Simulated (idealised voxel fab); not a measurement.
process module | voxel transistor to metal
cross-section cut | 175 nm wide | cells 5 nm
A cross-section is a grid of square cells, given in bands from the top down. A band is one or more rows of cells.
Each band's line starts with the height of the band's top and of its bottom, in nm. Then come its materials from left to right, each with its width in nm. One material with "throughout" fills the band from edge to edge. "air" is empty space.
Height 0 is the level under which the wafer as received is all one material. The lowest band goes on downwards, as in "0 down".
A width such as "30 to 40" changes by the same amount from each row of cells to the next, from the band's top row to its bottom row.
"no change" after a step means that no cell of the cross-section changed.
closed voids: empty space of 8 cells or more with no open way to the top, each as width x height at its distance from the left edge, in nm
after a step's settings: what the simulator itself notes on the step
overlay nm, on a step with a mask: how far to the right of its planned place the mask lay; to the left if negative
plan
1 op RECEIVE | material Si
2 op CONFORMAL_DEP | material SiO2 | thk nm 5
3 op CONFORMAL_DEP | material SiN | thk nm 10
4 op DIRECTIONAL_DEP | material aC | thk nm 10
5 op PATTERN | tone cover | mask id ACTIVE | material resist | width nm 110 | thk nm 30 | overlay nm 0
6 op DIRECTIONAL_ETCH | etch materials aC | depth nm 10
7 op STRIP | etch materials resist
8 op DIRECTIONAL_ETCH | etch materials SiN | depth nm 10
9 op DIRECTIONAL_ETCH | etch materials SiO2 | depth nm 5
10 op DIRECTIONAL_ETCH | etch materials Si | depth nm 35
11 op STRIP | etch materials aC
12 op OXIDIZE | depth nm 5
13 op FILL_DEP | material SiO2 | thk nm 5
14 op CMP | height nm 15
15 op SELECTIVE_ETCH | etch materials SiO2 | depth nm 5
16 op STRIP | etch materials SiN
17 op SELECTIVE_ETCH | etch materials SiO2 | depth nm 5
18 op OXIDIZE | depth nm 5
19 op DIRECTIONAL_DEP | material polySi | thk nm 30
20 op DIRECTIONAL_DEP | material SiCN | thk nm 15
21 op DIRECTIONAL_DEP | material aC | thk nm 10
22 op PATTERN | tone cover | mask id GATE | material resist | width nm 20 | thk nm 25 | overlay nm 0
23 op DIRECTIONAL_ETCH | etch materials aC | depth nm 10
24 op STRIP | etch materials resist
25 op DIRECTIONAL_ETCH | etch materials SiCN | depth nm 25
26 op DIRECTIONAL_ETCH | etch materials polySi | depth nm 40
27 op STRIP | etch materials aC
28 op CONFORMAL_DEP | material SiO2 | thk nm 5
29 op DIRECTIONAL_ETCH | etch materials SiO2 | depth nm 5
30 op CONFORMAL_DEP | material SiN | thk nm 10
31 op DIRECTIONAL_ETCH | etch materials SiN | depth nm 10
32 op DIRECTIONAL_ETCH | etch materials SiO2 | depth nm 5
33 op DIRECTIONAL_ETCH | etch materials Si | depth nm 15
34 op EPI | material SiGe | thk nm 15
35 op FILL_DEP | material SiO2 | thk nm 10
36 op CMP | height nm 45
37 op DIRECTIONAL_DEP | material SiO2 | thk nm 10
38 op DIRECTIONAL_DEP | material aC | thk nm 15
39 op PATTERN | tone open | mask id CONTACT | material resist | width nm 30 | pitch nm 60 | thk nm 35 | overlay nm 0
40 op DIRECTIONAL_ETCH | etch materials aC | depth nm 15
41 op STRIP | etch materials resist
42 op DIRECTIONAL_ETCH | etch materials SiO2 | depth nm 45
43 op STRIP | etch materials aC
44 op CONFORMAL_DEP | material TiN | thk nm 5
45 op FILL_DEP | material W | thk nm 5
46 op CMP | height nm 55
47 op DIRECTIONAL_DEP | material TiN | thk nm 5
48 op DIRECTIONAL_DEP | material W | thk nm 25
49 op PATTERN | tone cover | mask id METAL_1 | material resist | width nm 20 | pitch nm 70 | thk nm 15 | overlay nm 0
50 op DIRECTIONAL_ETCH | etch materials W | depth nm 25
51 op DIRECTIONAL_ETCH | etch materials TiN | depth nm 5
52 op STRIP | etch materials resist
53 op CONFORMAL_DEP | material SiN | thk nm 5
54 op FILL_DEP | material lowk | thk nm 5
55 op CMP | height nm 85
56 op CONFORMAL_DEP | material SiCN | thk nm 5
57 op DIRECTIONAL_DEP | material lowk | thk nm 35
58 op MASKED_ETCH | tone open | mask id METAL_2 | width nm 20 | pitch nm 70 | etch materials lowk | depth nm 20 | overlay nm 0
59 op DIRECTIONAL_DEP | material aC | thk nm 15
60 op PATTERN | tone open | mask id METAL_2_HOLES | material resist | width nm 15 | pitch nm 70 | thk nm 35 | overlay nm 0
61 op DIRECTIONAL_ETCH | etch materials aC | depth nm 15
62 op STRIP | etch materials resist
63 op DIRECTIONAL_ETCH | etch materials lowk | depth nm 15
64 op DIRECTIONAL_ETCH | etch materials SiCN | depth nm 5
65 op STRIP | etch materials aC
66 op CONFORMAL_DEP | material TiN | thk nm 5
67 op FILL_DEP | material Ru | thk nm 5
68 op CMP | height nm 125
69 op CONFORMAL_DEP | material SiN | thk nm 5
first wafer, as planned
as received, after step 1
  0 down: Si throughout
  closed voids: none
after step 2
  5 to 0: SiO2 throughout
  below 0: unchanged
after step 3
  15 to 5: SiN throughout
  below 5: unchanged
after step 4
  25 to 15: aC throughout
  below 15: unchanged
after step 5
  55 to 25: air 30 | resist 110 | air 35
  below 25: unchanged
after step 6
  45 to 25: air 30 | resist 110 | air 35
  25 to 15: air 30 | aC 110 | air 35
  below 15: unchanged
after step 7
  25 to 15: air 30 | aC 110 | air 35
  below 15: unchanged
after step 8
  25 to 15: air 30 | aC 110 | air 35
  15 to 5: air 30 | SiN 110 | air 35
  below 5: unchanged
after step 9
  25 to 15: air 30 | aC 110 | air 35
  15 to 5: air 30 | SiN 110 | air 35
  5 to 0: air 30 | SiO2 110 | air 35
  below 0: unchanged
after step 10
  25 to 15: air 30 | aC 110 | air 35
  15 to 5: air 30 | SiN 110 | air 35
  5 to 0: air 30 | SiO2 110 | air 35
  0 to -35: air 30 | Si 110 | air 35
  below -35: unchanged
after step 11
  15 to 5: air 30 | SiN 110 | air 35
  below 5: unchanged
after step 12
  15 to 5: air 30 | SiN 110 | air 35
  5 to 0: air 30 | SiO2 110 | air 35
  0 to -35: air 30 | SiO2 5 | Si 100 | SiO2 5 | air 35
  -35 to -40: SiO2 35 | Si 100 | SiO2 40
  below -40: unchanged
after step 13
  20 to 15: SiO2 throughout
  15 to 5: SiO2 30 | SiN 110 | SiO2 35
  5 to 0: SiO2 throughout
  0 to -40: SiO2 35 | Si 100 | SiO2 40
  below -40: unchanged
after step 14
  15 to 5: SiO2 30 | SiN 110 | SiO2 35
  below 5: unchanged
after step 15
  15 to 10: air 30 | SiN 110 | air 35
  below 10: unchanged
after step 16
  10 to 5: SiO2 30 | air 110 | SiO2 35
  below 5: unchanged
after step 17
  5 to 0: SiO2 25 | air 120 | SiO2 30
  below 0: unchanged
after step 18
  5 to 0: SiO2 25 | air 120 | SiO2 30
  0 to -5: SiO2 throughout
  below -5: unchanged
after step 19
  35 to 30: polySi 25 | air 120 | polySi 30
  30 to 5: polySi throughout
  5 to 0: SiO2 25 | polySi 120 | SiO2 30
  below 0: unchanged
after step 20
  50 to 45: SiCN 25 | air 120 | SiCN 30
  45 to 35: SiCN throughout
  35 to 30: polySi 25 | SiCN 120 | polySi 30
  below 30: unchanged
after step 21
  60 to 55: aC 25 | air 120 | aC 30
  55 to 50: aC throughout
  50 to 45: SiCN 25 | aC 120 | SiCN 30
  below 45: unchanged
after step 22
  85 to 60: air 75 | resist 20 | air 80
  60 to 55: aC 25 | air 50 | resist 20 | air 50 | aC 30
  below 55: unchanged
after step 23
  75 to 55: air 75 | resist 20 | air 80
  55 to 50: air 75 | aC 20 | air 80
  50 to 45: SiCN 25 | air 50 | aC 20 | air 50 | SiCN 30
  below 45: unchanged
after step 24
  55 to 50: air 75 | aC 20 | air 80
  below 50: unchanged
after step 25
  55 to 45: air 75 | aC 20 | air 80
  45 to 35: air 75 | SiCN 20 | air 80
  35 to 30: polySi 25 | air 50 | SiCN 20 | air 50 | polySi 30
  below 30: unchanged
after step 26
  55 to 45: air 75 | aC 20 | air 80
  45 to 30: air 75 | SiCN 20 | air 80
  30 to 5: air 75 | polySi 20 | air 80
  5 to 0: SiO2 25 | air 50 | polySi 20 | air 50 | SiO2 30
  below 0: unchanged
after step 27
  45 to 30: air 75 | SiCN 20 | air 80
  below 30: unchanged
after step 28
  50 to 45: air 70 | SiO2 30 | air 75
  45 to 30: air 70 | SiO2 5 | SiCN 20 | SiO2 5 | air 75
  30 to 10: air 70 | SiO2 5 | polySi 20 | SiO2 5 | air 75
  10 to 5: SiO2 30 | air 40 | SiO2 5 | polySi 20 | SiO2 5 | air 40 | SiO2 35
  5 to 0: SiO2 75 | polySi 20 | SiO2 80
  below 0: unchanged
after step 29
  45 to 30: air 70 | SiO2 5 | SiCN 20 | SiO2 5 | air 75
  30 to 5: air 70 | SiO2 5 | polySi 20 | SiO2 5 | air 75
  5 to 0: SiO2 30 | air 40 | SiO2 5 | polySi 20 | SiO2 5 | air 40 | SiO2 35
  below 0: unchanged
after step 30
  55 to 45: air 60 | SiN 50 | air 65
  45 to 30: air 60 | SiN 10 | SiO2 5 | SiCN 20 | SiO2 5 | SiN 10 | air 65
  30 to 15: air 60 | SiN 10 | SiO2 5 | polySi 20 | SiO2 5 | SiN 10 | air 65
  15 to 10: SiN 40 | air 20 | SiN 10 | SiO2 5 | polySi 20 | SiO2 5 | SiN 10 | air 20 | SiN 45
  10 to 5: SiN 70 | SiO2 5 | polySi 20 | SiO2 5 | SiN 75
  5 to 0: SiO2 30 | SiN 40 | SiO2 5 | polySi 20 | SiO2 5 | SiN 40 | SiO2 35
  below 0: unchanged
after step 31
  45 to 30: air 60 | SiN 10 | SiO2 5 | SiCN 20 | SiO2 5 | SiN 10 | air 65
  30 to 5: air 60 | SiN 10 | SiO2 5 | polySi 20 | SiO2 5 | SiN 10 | air 65
  5 to 0: SiO2 30 | SiN 10 | air 20 | SiN 10 | SiO2 5 | polySi 20 | SiO2 5 | SiN 10 | air 20 | SiN 10 | SiO2 35
  below 0: unchanged
after step 32
  45 to 40: air 60 | SiN 10 | air 5 | SiCN 20 | air 5 | SiN 10 | air 65
  40 to 30: air 60 | SiN 10 | SiO2 5 | SiCN 20 | SiO2 5 | SiN 10 | air 65
  30 to 5: air 60 | SiN 10 | SiO2 5 | polySi 20 | SiO2 5 | SiN 10 | air 65
  5 to 0: air 30 | SiN 10 | air 20 | SiN 10 | SiO2 5 | polySi 20 | SiO2 5 | SiN 10 | air 20 | SiN 10 | air 35
  0 to -5: SiO2 40 | air 20 | SiO2 50 | air 20 | SiO2 45
  below -5: unchanged
after step 33
  45 to 40: air 60 | SiN 10 | air 5 | SiCN 20 | air 5 | SiN 10 | air 65
  40 to 30: air 60 | SiN 10 | SiO2 5 | SiCN 20 | SiO2 5 | SiN 10 | air 65
  30 to 5: air 60 | SiN 10 | SiO2 5 | polySi 20 | SiO2 5 | SiN 10 | air 65
  5 to 0: air 30 | SiN 10 | air 20 | SiN 10 | SiO2 5 | polySi 20 | SiO2 5 | SiN 10 | air 20 | SiN 10 | air 35
  0 to -5: SiO2 40 | air 20 | SiO2 50 | air 20 | SiO2 45
  -5 to -20: SiO2 35 | Si 5 | air 20 | Si 50 | air 20 | Si 5 | SiO2 40
  below -20: unchanged
after step 34
  45 to 40: air 60 | SiN 10 | air 5 | SiCN 20 | air 5 | SiN 10 | air 65
  40 to 30: air 60 | SiN 10 | SiO2 5 | SiCN 20 | SiO2 5 | SiN 10 | air 65
  30 to 10: air 60 | SiN 10 | SiO2 5 | polySi 20 | SiO2 5 | SiN 10 | air 65
  10 to 5: air 35 | SiGe 25 | SiN 10 | SiO2 5 | polySi 20 | SiO2 5 | SiN 10 | SiGe 25 | air 40
  5 to 0: air 30 | SiN 10 | SiGe 20 | SiN 10 | SiO2 5 | polySi 20 | SiO2 5 | SiN 10 | SiGe 20 | SiN 10 | air 35
  0 to -5: SiO2 40 | SiGe 20 | SiO2 50 | SiGe 20 | SiO2 45
  -5 to -20: SiO2 35 | Si 5 | SiGe 20 | Si 50 | SiGe 20 | Si 5 | SiO2 40
  below -20: unchanged
after step 35
  55 to 45: SiO2 throughout
  45 to 30: SiO2 60 | SiN 10 | SiO2 5 | SiCN 20 | SiO2 5 | SiN 10 | SiO2 65
  30 to 10: SiO2 60 | SiN 10 | SiO2 5 | polySi 20 | SiO2 5 | SiN 10 | SiO2 65
  10 to 5: SiO2 35 | SiGe 25 | SiN 10 | SiO2 5 | polySi 20 | SiO2 5 | SiN 10 | SiGe 25 | SiO2 40
  5 to 0: SiO2 30 | SiN 10 | SiGe 20 | SiN 10 | SiO2 5 | polySi 20 | SiO2 5 | SiN 10 | SiGe 20 | SiN 10 | SiO2 35
  below 0: unchanged
after step 36
  45 to 30: SiO2 60 | SiN 10 | SiO2 5 | SiCN 20 | SiO2 5 | SiN 10 | SiO2 65
  below 30: unchanged
after step 37
  55 to 45: SiO2 throughout
  below 45: unchanged
after step 38
  70 to 55: aC throughout
  below 55: unchanged
after step 39
  105 to 70: resist 40 | air 30 | resist 30 | air 30 | resist 45
  below 70: unchanged
after step 40
  90 to 70: resist 40 | air 30 | resist 30 | air 30 | resist 45
  70 to 55: aC 40 | air 30 | aC 30 | air 30 | aC 45
  below 55: unchanged
after step 41
  70 to 55: aC 40 | air 30 | aC 30 | air 30 | aC 45
  below 55: unchanged
after step 42
  70 to 55: aC 40 | air 30 | aC 30 | air 30 | aC 45
  55 to 45: SiO2 40 | air 30 | SiO2 30 | air 30 | SiO2 45
  45 to 30: SiO2 40 | air 20 | SiN 10 | SiO2 5 | SiCN 20 | SiO2 5 | SiN 10 | air 20 | SiO2 45
  30 to 10: SiO2 40 | air 20 | SiN 10 | SiO2 5 | polySi 20 | SiO2 5 | SiN 10 | air 20 | SiO2 45
  below 10: unchanged
after step 43
  55 to 45: SiO2 40 | air 30 | SiO2 30 | air 30 | SiO2 45
  below 45: unchanged
after step 44
  60 to 55: TiN 45 | air 20 | TiN 40 | air 20 | TiN 50
  55 to 45: SiO2 40 | TiN 5 | air 20 to 10 | TiN 5 to 15 | SiO2 30 | TiN 5 to 15 | air 20 to 10 | TiN 5 | SiO2 45
  45 to 30: SiO2 40 | TiN 5 | air 10 | TiN 5 | SiN 10 | SiO2 5 | SiCN 20 | SiO2 5 | SiN 10 | TiN 5 | air 10 | TiN 5 | SiO2 45
  30 to 15: SiO2 40 | TiN 5 | air 10 | TiN 5 | SiN 10 | SiO2 5 | polySi 20 | SiO2 5 | SiN 10 | TiN 5 | air 10 | TiN 5 | SiO2 45
  15 to 10: SiO2 40 | TiN 20 | SiN 10 | SiO2 5 | polySi 20 | SiO2 5 | SiN 10 | TiN 20 | SiO2 45
  below 10: unchanged
after step 45
  65 to 60: W throughout
  60 to 55: TiN 45 | W 20 | TiN 40 | W 20 | TiN 50
  55 to 45: SiO2 40 | TiN 5 | W 20 to 10 | TiN 5 to 15 | SiO2 30 | TiN 5 to 15 | W 20 to 10 | TiN 5 | SiO2 45
  45 to 30: SiO2 40 | TiN 5 | W 10 | TiN 5 | SiN 10 | SiO2 5 | SiCN 20 | SiO2 5 | SiN 10 | TiN 5 | W 10 | TiN 5 | SiO2 45
  30 to 15: SiO2 40 | TiN 5 | W 10 | TiN 5 | SiN 10 | SiO2 5 | polySi 20 | SiO2 5 | SiN 10 | TiN 5 | W 10 | TiN 5 | SiO2 45
  below 15: unchanged
after step 46
  55 to 45: SiO2 40 | TiN 5 | W 20 to 10 | TiN 5 to 15 | SiO2 30 | TiN 5 to 15 | W 20 to 10 | TiN 5 | SiO2 45
  below 45: unchanged
after step 47
  60 to 55: TiN throughout
  below 55: unchanged
after step 48
  85 to 60: W throughout
  below 60: unchanged
after step 49
  100 to 85: air 40 | resist 20 | air 50 | resist 20 | air 45
  below 85: unchanged
after step 50
  100 to 85: air 40 | resist 20 | air 50 | resist 20 | air 45
  85 to 60: air 40 | W 20 | air 50 | W 20 | air 45
  below 60: unchanged
after step 51
  100 to 85: air 40 | resist 20 | air 50 | resist 20 | air 45
  85 to 60: air 40 | W 20 | air 50 | W 20 | air 45
  60 to 55: air 40 | TiN 20 | air 50 | TiN 20 | air 45
  below 55: unchanged
after step 52
  85 to 60: air 40 | W 20 | air 50 | W 20 | air 45
  below 60: unchanged
after step 53
  90 to 85: air 35 | SiN 30 | air 40 | SiN 30 | air 40
  85 to 60: air 35 | SiN 5 | W 20 | SiN 5 | air 40 | SiN 5 | W 20 | SiN 5 | air 40
  60 to 55: SiN 40 | TiN 20 | SiN 50 | TiN 20 | SiN 45
  below 55: unchanged
after step 54
  95 to 90: lowk throughout
  90 to 85: lowk 35 | SiN 30 | lowk 40 | SiN 30 | lowk 40
  85 to 60: lowk 35 | SiN 5 | W 20 | SiN 5 | lowk 40 | SiN 5 | W 20 | SiN 5 | lowk 40
  below 60: unchanged
after step 55
  85 to 60: lowk 35 | SiN 5 | W 20 | SiN 5 | lowk 40 | SiN 5 | W 20 | SiN 5 | lowk 40
  below 60: unchanged
after step 56
  90 to 85: SiCN throughout
  below 85: unchanged
after step 57
  125 to 90: lowk throughout
  below 90: unchanged
after step 58
  125 to 105: lowk 40 | air 20 | lowk 50 | air 20 | lowk 45
  below 105: unchanged
after step 59
  140 to 125: aC 40 | air 20 | aC 50 | air 20 | aC 45
  125 to 120: lowk 40 | air 20 | lowk 50 | air 20 | lowk 45
  120 to 105: lowk 40 | aC 20 | lowk 50 | aC 20 | lowk 45
  below 105: unchanged
after step 60
  175 to 140: resist 40 | air 15 | resist 55 | air 15 | resist 50
  140 to 125: aC 40 | air 15 | resist 5 | aC 50 | air 15 | resist 5 | aC 45
  125 to 120: lowk 40 | air 15 | resist 5 | lowk 50 | air 15 | resist 5 | lowk 45
  below 120: unchanged
after step 61
  160 to 140: resist 40 | air 15 | resist 55 | air 15 | resist 50
  140 to 125: aC 40 | air 15 | resist 5 | aC 50 | air 15 | resist 5 | aC 45
  125 to 120: lowk 40 | air 15 | resist 5 | lowk 50 | air 15 | resist 5 | lowk 45
  120 to 105: lowk 40 | air 15 | aC 5 | lowk 50 | air 15 | aC 5 | lowk 45
  below 105: unchanged
after step 62
  140 to 125: aC 40 | air 20 | aC 50 | air 20 | aC 45
  125 to 120: lowk 40 | air 20 | lowk 50 | air 20 | lowk 45
  below 120: unchanged
after step 63
  140 to 125: aC 40 | air 20 | aC 50 | air 20 | aC 45
  125 to 120: lowk 40 | air 20 | lowk 50 | air 20 | lowk 45
  120 to 105: lowk 40 | air 15 | aC 5 | lowk 50 | air 15 | aC 5 | lowk 45
  105 to 90: lowk 40 | air 15 | lowk 55 | air 15 | lowk 50
  below 90: unchanged
after step 64
  140 to 125: aC 40 | air 20 | aC 50 | air 20 | aC 45
  125 to 120: lowk 40 | air 20 | lowk 50 | air 20 | lowk 45
  120 to 105: lowk 40 | air 15 | aC 5 | lowk 50 | air 15 | aC 5 | lowk 45
  105 to 90: lowk 40 | air 15 | lowk 55 | air 15 | lowk 50
  90 to 85: SiCN 40 | air 15 | SiCN 55 | air 15 | SiCN 50
  below 85: unchanged
after step 65
  125 to 105: lowk 40 | air 20 | lowk 50 | air 20 | lowk 45
  below 105: unchanged
after step 66
  130 to 125: TiN 45 | air 10 | TiN 60 | air 10 | TiN 50
  125 to 110: lowk 40 | TiN 5 | air 10 | TiN 5 | lowk 50 | TiN 5 | air 10 | TiN 5 | lowk 45
  110 to 105: lowk 40 | TiN 5 | air 5 | TiN 10 | lowk 50 | TiN 5 | air 5 | TiN 10 | lowk 45
  105 to 90: lowk 40 | TiN 5 | air 5 | TiN 5 | lowk 55 | TiN 5 | air 5 | TiN 5 | lowk 50
  90 to 85: SiCN 40 | TiN 15 | SiCN 55 | TiN 15 | SiCN 50
  below 85: unchanged
after step 67
  135 to 130: Ru throughout
  130 to 125: TiN 45 | Ru 10 | TiN 60 | Ru 10 | TiN 50
  125 to 110: lowk 40 | TiN 5 | Ru 10 | TiN 5 | lowk 50 | TiN 5 | Ru 10 | TiN 5 | lowk 45
  110 to 105: lowk 40 | TiN 5 | Ru 5 | TiN 10 | lowk 50 | TiN 5 | Ru 5 | TiN 10 | lowk 45
  105 to 90: lowk 40 | TiN 5 | Ru 5 | TiN 5 | lowk 55 | TiN 5 | Ru 5 | TiN 5 | lowk 50
  below 90: unchanged
after step 68
  125 to 110: lowk 40 | TiN 5 | Ru 10 | TiN 5 | lowk 50 | TiN 5 | Ru 10 | TiN 5 | lowk 45
  below 110: unchanged
after step 69
  130 to 125: SiN throughout
  below 125: unchanged
second wafer: like start, like plan, one mistake. Through step 31 it matches the first wafer
when step 32 should have ended
  45 to 40: air 60 | SiN 10 | SiO2 5 | air 20 | SiO2 5 | SiN 10 | air 65
  below 40: unchanged
when step 33 should have ended: no change
when step 34 should have ended: no change
when step 35 should have ended
  55 to 45: SiO2 throughout
  45 to 40: SiO2 60 | SiN 10 | SiO2 30 | SiN 10 | SiO2 65
  40 to 30: SiO2 60 | SiN 10 | SiO2 5 | SiCN 20 | SiO2 5 | SiN 10 | SiO2 65
  30 to 5: SiO2 60 | SiN 10 | SiO2 5 | polySi 20 | SiO2 5 | SiN 10 | SiO2 65
  5 to 0: SiO2 30 | SiN 10 | SiO2 20 | SiN 10 | SiO2 5 | polySi 20 | SiO2 5 | SiN 10 | SiO2 20 | SiN 10 | SiO2 35
  below 0: unchanged
when step 36 should have ended
  45 to 40: SiO2 60 | SiN 10 | SiO2 30 | SiN 10 | SiO2 65
  below 40: unchanged
when step 37 should have ended
  55 to 45: SiO2 throughout
  below 45: unchanged
when step 38 should have ended
  70 to 55: aC throughout
  below 55: unchanged
when step 39 should have ended
  105 to 70: resist 40 | air 30 | resist 30 | air 30 | resist 45
  below 70: unchanged
when step 40 should have ended
  90 to 70: resist 40 | air 30 | resist 30 | air 30 | resist 45
  70 to 55: aC 40 | air 30 | aC 30 | air 30 | aC 45
  below 55: unchanged
when step 41 should have ended
  70 to 55: aC 40 | air 30 | aC 30 | air 30 | aC 45
  below 55: unchanged
when step 42 should have ended
  70 to 55: aC 40 | air 30 | aC 30 | air 30 | aC 45
  55 to 45: SiO2 40 | air 30 | SiO2 30 | air 30 | SiO2 45
  45 to 40: SiO2 40 | air 20 | SiN 10 | SiO2 30 | SiN 10 | air 20 | SiO2 45
  40 to 30: SiO2 40 | air 20 | SiN 10 | SiO2 5 | SiCN 20 | SiO2 5 | SiN 10 | air 20 | SiO2 45
  30 to 10: SiO2 40 | air 20 | SiN 10 | SiO2 5 | polySi 20 | SiO2 5 | SiN 10 | air 20 | SiO2 45
  below 10: unchanged
when step 43 should have ended
  55 to 45: SiO2 40 | air 30 | SiO2 30 | air 30 | SiO2 45
  below 45: unchanged
when step 44 should have ended
  60 to 55: TiN 45 | air 20 | TiN 40 | air 20 | TiN 50
  55 to 45: SiO2 40 | TiN 5 | air 20 to 10 | TiN 5 to 15 | SiO2 30 | TiN 5 to 15 | air 20 to 10 | TiN 5 | SiO2 45
  45 to 40: SiO2 40 | TiN 5 | air 10 | TiN 5 | SiN 10 | SiO2 30 | SiN 10 | TiN 5 | air 10 | TiN 5 | SiO2 45
  40 to 30: SiO2 40 | TiN 5 | air 10 | TiN 5 | SiN 10 | SiO2 5 | SiCN 20 | SiO2 5 | SiN 10 | TiN 5 | air 10 | TiN 5 | SiO2 45
  30 to 15: SiO2 40 | TiN 5 | air 10 | TiN 5 | SiN 10 | SiO2 5 | polySi 20 | SiO2 5 | SiN 10 | TiN 5 | air 10 | TiN 5 | SiO2 45
  15 to 10: SiO2 40 | TiN 20 | SiN 10 | SiO2 5 | polySi 20 | SiO2 5 | SiN 10 | TiN 20 | SiO2 45
  below 10: unchanged
when step 45 should have ended
  65 to 60: W throughout
  60 to 55: TiN 45 | W 20 | TiN 40 | W 20 | TiN 50
  55 to 45: SiO2 40 | TiN 5 | W 20 to 10 | TiN 5 to 15 | SiO2 30 | TiN 5 to 15 | W 20 to 10 | TiN 5 | SiO2 45
  45 to 40: SiO2 40 | TiN 5 | W 10 | TiN 5 | SiN 10 | SiO2 30 | SiN 10 | TiN 5 | W 10 | TiN 5 | SiO2 45
  40 to 30: SiO2 40 | TiN 5 | W 10 | TiN 5 | SiN 10 | SiO2 5 | SiCN 20 | SiO2 5 | SiN 10 | TiN 5 | W 10 | TiN 5 | SiO2 45
  30 to 15: SiO2 40 | TiN 5 | W 10 | TiN 5 | SiN 10 | SiO2 5 | polySi 20 | SiO2 5 | SiN 10 | TiN 5 | W 10 | TiN 5 | SiO2 45
  below 15: unchanged
when step 46 should have ended
  55 to 45: SiO2 40 | TiN 5 | W 20 to 10 | TiN 5 to 15 | SiO2 30 | TiN 5 to 15 | W 20 to 10 | TiN 5 | SiO2 45
  below 45: unchanged
when step 47 should have ended
  60 to 55: TiN throughout
  below 55: unchanged
when step 48 should have ended
  85 to 60: W throughout
  below 60: unchanged
when step 49 should have ended
  100 to 85: air 40 | resist 20 | air 50 | resist 20 | air 45
  below 85: unchanged
when step 50 should have ended
  100 to 85: air 40 | resist 20 | air 50 | resist 20 | air 45
  85 to 60: air 40 | W 20 | air 50 | W 20 | air 45
  below 60: unchanged
when step 51 should have ended
  100 to 85: air 40 | resist 20 | air 50 | resist 20 | air 45
  85 to 60: air 40 | W 20 | air 50 | W 20 | air 45
  60 to 55: air 40 | TiN 20 | air 50 | TiN 20 | air 45
  below 55: unchanged
when step 52 should have ended
  85 to 60: air 40 | W 20 | air 50 | W 20 | air 45
  below 60: unchanged
when step 53 should have ended
  90 to 85: air 35 | SiN 30 | air 40 | SiN 30 | air 40
  85 to 60: air 35 | SiN 5 | W 20 | SiN 5 | air 40 | SiN 5 | W 20 | SiN 5 | air 40
  60 to 55: SiN 40 | TiN 20 | SiN 50 | TiN 20 | SiN 45
  below 55: unchanged
when step 54 should have ended
  95 to 90: lowk throughout
  90 to 85: lowk 35 | SiN 30 | lowk 40 | SiN 30 | lowk 40
  85 to 60: lowk 35 | SiN 5 | W 20 | SiN 5 | lowk 40 | SiN 5 | W 20 | SiN 5 | lowk 40
  below 60: unchanged
when step 55 should have ended
  85 to 60: lowk 35 | SiN 5 | W 20 | SiN 5 | lowk 40 | SiN 5 | W 20 | SiN 5 | lowk 40
  below 60: unchanged
when step 56 should have ended
  90 to 85: SiCN throughout
  below 85: unchanged
when step 57 should have ended
  125 to 90: lowk throughout
  below 90: unchanged
when step 58 should have ended
  125 to 105: lowk 40 | air 20 | lowk 50 | air 20 | lowk 45
  below 105: unchanged
when step 59 should have ended
  140 to 125: aC 40 | air 20 | aC 50 | air 20 | aC 45
  125 to 120: lowk 40 | air 20 | lowk 50 | air 20 | lowk 45
  120 to 105: lowk 40 | aC 20 | lowk 50 | aC 20 | lowk 45
  below 105: unchanged
when step 60 should have ended
  175 to 140: resist 40 | air 15 | resist 55 | air 15 | resist 50
  140 to 125: aC 40 | air 15 | resist 5 | aC 50 | air 15 | resist 5 | aC 45
  125 to 120: lowk 40 | air 15 | resist 5 | lowk 50 | air 15 | resist 5 | lowk 45
  below 120: unchanged
when step 61 should have ended
  160 to 140: resist 40 | air 15 | resist 55 | air 15 | resist 50
  140 to 125: aC 40 | air 15 | resist 5 | aC 50 | air 15 | resist 5 | aC 45
  125 to 120: lowk 40 | air 15 | resist 5 | lowk 50 | air 15 | resist 5 | lowk 45
  120 to 105: lowk 40 | air 15 | aC 5 | lowk 50 | air 15 | aC 5 | lowk 45
  below 105: unchanged
when step 62 should have ended
  140 to 125: aC 40 | air 20 | aC 50 | air 20 | aC 45
  125 to 120: lowk 40 | air 20 | lowk 50 | air 20 | lowk 45
  below 120: unchanged
when step 63 should have ended
  140 to 125: aC 40 | air 20 | aC 50 | air 20 | aC 45
  125 to 120: lowk 40 | air 20 | lowk 50 | air 20 | lowk 45
  120 to 105: lowk 40 | air 15 | aC 5 | lowk 50 | air 15 | aC 5 | lowk 45
  105 to 90: lowk 40 | air 15 | lowk 55 | air 15 | lowk 50
  below 90: unchanged
when step 64 should have ended
  140 to 125: aC 40 | air 20 | aC 50 | air 20 | aC 45
  125 to 120: lowk 40 | air 20 | lowk 50 | air 20 | lowk 45
  120 to 105: lowk 40 | air 15 | aC 5 | lowk 50 | air 15 | aC 5 | lowk 45
  105 to 90: lowk 40 | air 15 | lowk 55 | air 15 | lowk 50
  90 to 85: SiCN 40 | air 15 | SiCN 55 | air 15 | SiCN 50
  below 85: unchanged
when step 65 should have ended
  125 to 105: lowk 40 | air 20 | lowk 50 | air 20 | lowk 45
  below 105: unchanged
when step 66 should have ended
  130 to 125: TiN 45 | air 10 | TiN 60 | air 10 | TiN 50
  125 to 110: lowk 40 | TiN 5 | air 10 | TiN 5 | lowk 50 | TiN 5 | air 10 | TiN 5 | lowk 45
  110 to 105: lowk 40 | TiN 5 | air 5 | TiN 10 | lowk 50 | TiN 5 | air 5 | TiN 10 | lowk 45
  105 to 90: lowk 40 | TiN 5 | air 5 | TiN 5 | lowk 55 | TiN 5 | air 5 | TiN 5 | lowk 50
  90 to 85: SiCN 40 | TiN 15 | SiCN 55 | TiN 15 | SiCN 50
  below 85: unchanged
when step 67 should have ended
  135 to 130: Ru throughout
  130 to 125: TiN 45 | Ru 10 | TiN 60 | Ru 10 | TiN 50
  125 to 110: lowk 40 | TiN 5 | Ru 10 | TiN 5 | lowk 50 | TiN 5 | Ru 10 | TiN 5 | lowk 45
  110 to 105: lowk 40 | TiN 5 | Ru 5 | TiN 10 | lowk 50 | TiN 5 | Ru 5 | TiN 10 | lowk 45
  105 to 90: lowk 40 | TiN 5 | Ru 5 | TiN 5 | lowk 55 | TiN 5 | Ru 5 | TiN 5 | lowk 50
  below 90: unchanged
when step 68 should have ended
  125 to 110: lowk 40 | TiN 5 | Ru 10 | TiN 5 | lowk 50 | TiN 5 | Ru 10 | TiN 5 | lowk 45
  below 110: unchanged
when step 69 should have ended
  130 to 125: SiN throughout
  below 125: unchanged
what went wrong: step 32 ran as: op DIRECTIONAL_ETCH | etch materials SiCN | depth nm 5
at the end the second wafer has, in cells: 24 more of Si | 4 fewer of SiCN | 50 fewer of SiGe | 30 more of SiO2
